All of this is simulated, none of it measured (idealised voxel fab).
process module | voxel trench capacitor
cross-section cut | 220 nm wide | cells 5 nm
A cross-section is a grid of square cells, given in bands from the top down. A band is one or more rows of cells.
Each band's line starts with the height of the band's top and of its bottom, in nm. Then come its materials from left to right, each with its width in nm. One material with "throughout" fills the band from edge to edge. "air" is empty space.
Height 0 is the level under which the wafer as received is all one material. The lowest band goes on downwards, as in "0 down".
A width such as "30 to 40" changes by the same amount from each row of cells to the next, from the band's top row to its bottom row.
"no change" after a step means that no cell of the cross-section changed.
closed voids: empty space of 8 cells or more with no open way to the top, each as width x height at its distance from the left edge, in nm
after a step's settings: what the simulator itself notes on the step
overlay nm, on a step with a mask: how far to the right of its planned place the mask lay; to the left if negative
plan
1 op RECEIVE | material Si
2 op CONFORMAL_DEP | material SiN | thk nm 10
3 op DIRECTIONAL_DEP | material aC | thk nm 15
4 op PATTERN | tone open | mask id TRENCH | material resist | width nm 20 | pitch nm 50 | thk nm 30 | overlay nm 0
5 op DIRECTIONAL_ETCH | etch materials aC | depth nm 15
6 op STRIP | etch materials resist
7 op DIRECTIONAL_ETCH | etch materials SiN | depth nm 10
8 op DIRECTIONAL_ETCH | etch materials Si | depth nm 30
9 op STRIP | etch materials aC
10 op CONFORMAL_DEP | material Al2O3 | thk nm 5
11 op FILL_DEP | material polySi | thk nm 5
12 op CMP | height nm 10
as received, after step 1
  0 down: Si throughout
  closed voids: none
first wafer at the end, as planned
  10 to 0: SiN 75 | Al2O3 5 | polySi 10 | Al2O3 5 | SiN 30 | Al2O3 5 | polySi 10 | Al2O3 5 | SiN 75
  0 to -25: Si 75 | Al2O3 5 | polySi 10 | Al2O3 5 | Si 30 | Al2O3 5 | polySi 10 | Al2O3 5 | Si 75
  -25 to -30: Si 75 | Al2O3 20 | Si 30 | Al2O3 20 | Si 75
  -30 down: Si throughout
  closed voids: none
second wafer at the end: like start, like plan, one mistake
  10 to 0: SiN 75 | Al2O3 5 | SiN 10 | Al2O3 5 | SiN 30 | Al2O3 5 | SiN 10 | Al2O3 5 | SiN 75
  0 to -25: Si 75 | Al2O3 5 | SiN 10 | Al2O3 5 | Si 30 | Al2O3 5 | SiN 10 | Al2O3 5 | Si 75
  -25 to -30: Si 75 | Al2O3 20 | Si 30 | Al2O3 20 | Si 75
  -30 down: Si throughout
  closed voids: none
what went wrong: step 11 ran as: op FILL_DEP | material SiN | thk nm 5
at the end the second wafer has, in cells: 28 more of SiN | 28 fewer of polySi
